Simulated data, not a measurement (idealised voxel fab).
Process module under the name voxel double patterning
Xsec cut, 300 nm wide, square cell size 5 nm.
Cross-section layout: square cells on a grid; listed as bands, top to bottom; a band spans one or more cell rows. In this notation a band is specified by the heights of its top and bottom, in that order and in nm, after which its materials appear from left to right, each paired with its width in nm. The word "throughout" attached to a single material means that material fills the band from edge to edge; the word "blank" stands for empty space. Counting heights begins at 0, where everything beneath is, in the wafer as received, one material. The lowest band has no bottom; it goes on downwards, as "0..down" shows. A width given as "30..40" starts at the first number in the band's top row and ends at the second number in its bottom row, shifting by an equal amount at every step from row to row. "remained the same" for a step: no cell of the cross-section changed in that step. Voids not open to the top, 8 cells minimum: see "Closed void register". Written width x height at distance; distance is from the left edge; nm. What comes after the settings on a step's line is commentary from the simulator itself on that step. A step's line can hold "overlay nm"; with a mask on that step, the setting says how far right of the planned place the mask lay, while a negative setting says it lay to the left.
## This section lists the process steps that were planned
1. RECEIVE,material Si
2. CONFORMAL_DEP,material SiO2,thk nm 5
3. DIRECTIONAL_DEP,material W,thk nm 15
4. DIRECTIONAL_DEP,material SiCN,thk nm 10
5. DIRECTIONAL_DEP,material aC,thk nm 15
6. PATTERN,tone open,mask id FIRST,material resist,width nm 15,pitch nm 50,thk nm 30,overlay nm 0
7. DIRECTIONAL_ETCH,etch materials aC,depth nm 15
8. STRIP,etch materials resist
9. DIRECTIONAL_ETCH,etch materials SiCN,depth nm 10
10. STRIP,etch materials aC
11. PATTERN,tone open,mask id SECOND,material resist,width nm 15,pitch nm 50,thk nm 15,overlay nm 0
12. DIRECTIONAL_ETCH,etch materials SiCN,depth nm 10
13. STRIP,etch materials resist
14. DIRECTIONAL_ETCH,etch materials W,depth nm 15
15. STRIP,etch materials SiCN
## Wafer as received: cross-section following step 1
- 0..down: Si throughout
- Closed void register: none
## The plan above was carried out on the starting structure above with one mistake, and this cross-section shows the wafer at the end of the module
- 20..5: 90 nm W; 15 nm blank; 10 nm W; 15 nm blank; 10 nm W; 15 nm blank; 10 nm W; 15 nm blank; 10 nm W; 15 nm blank; 95 nm W
- 5..0: aC throughout
- 0..down: Si throughout
- Closed void register: none
Against the plan, the run slipped here: it should be noted that step 2 was executed with settings other than those planned, the operation and settings actually applied being CONFORMAL_DEP,material aC,thk nm 5
